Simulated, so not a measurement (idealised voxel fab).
Presented below is a process module, voxel spacer lines.
The cross-section on display is named cut; it measures 195 nm wide, and its cells are 5 nm squares.
Cross-section, as written here: a square-cell grid given band by band from the top down, where a band holds one or more rows of cells.
This entry defines a band. It first specifies the height of the band's top and the height of its bottom in nm, and then specifies the band's materials from left to right, stating each material with its width in nm. The word "everywhere" identifies a single material that fills the band from edge to edge, while the word "blank" identifies empty space.
Ref level 0: as-received wafer is one material below here. Bottom band extends down with no lower bound ("top 0, no bottom").
It should be noted that a width expressed as "30->40" varies in equal increments from row to row of cells within the band, taking the value of the first number at the top row and that of the second number at the bottom row.
No cell of the cross-section changed in a step that is given as "no modifications".
In "Sealed void inventory" the enclosed voids are listed, meaning empty spaces of 8 cells or larger without any opening to the top. The form is width x height at distance, distance from the left edge, units nm.
Text after the settings on a step's line: the simulator's own remark on that step.
overlay nm: right-of-plan distance of the mask on a masked step; negative values mean left-of-plan.

Steps planned for the process:
1,RECEIVE with material Si
2,CONFORMAL_DEP with material SiO2, thk nm 10
3,DIRECTIONAL_DEP with material TiN, thk nm 15
4,DIRECTIONAL_DEP with material aC, thk nm 30
5,PATTERN with tone cover, mask id MANDREL, material resist, width nm 20, pitch nm 70, thk nm 35, overlay nm 0
6,DIRECTIONAL_ETCH with etch materials aC, depth nm 30
7,STRIP with etch materials resist
8,CONFORMAL_DEP with material SiN, thk nm 15
9,DIRECTIONAL_ETCH with etch materials SiN, depth nm 15
10,STRIP with etch materials aC
11,DIRECTIONAL_ETCH with etch materials TiN, depth nm 15
12,STRIP with etch materials SiN

Cross-section of the wafer as it came to us, i.e., already through step 1:
    top 0, no bottom | Si everywhere
    Sealed void inventory: none

Cross-section: first of two wafers, module finished, run according to plan:
    top 25, bottom 10 | 15 of TiN  20 of blank  15 of TiN  20 of blank  15 of TiN  20 of blank  15 of TiN  20 of blank  15 of TiN  20 of blank  15 of TiN  5 of blank
    top 10, bottom 0 | SiO2 everywhere
    top 0, no bottom | Si everywhere
    Sealed void inventory: none

Second wafer cross-section at end of module - shared start and plan with the first, one mistake in the run:
    top 25, bottom 10 | 5 of blank  15 of TiN  15 of blank  15 of TiN  25 of blank  15 of TiN  15 of blank  15 of TiN  25 of blank  15 of TiN  15 of blank  15 of TiN  5 of blank
    top 10, bottom 0 | SiO2 everywhere
    top 0, no bottom | Si everywhere
    Sealed void inventory: none
Here's what went sideways: note that step 5 departed from the planned setting and was carried out as PATTERN with tone cover, mask id MANDREL, material resist, width nm 15, pitch nm 70, thk nm 35, overlay nm 0
Comparing end states, the material composition by cell count is preserved from the first wafer to the second, while the locations of the cells are not.
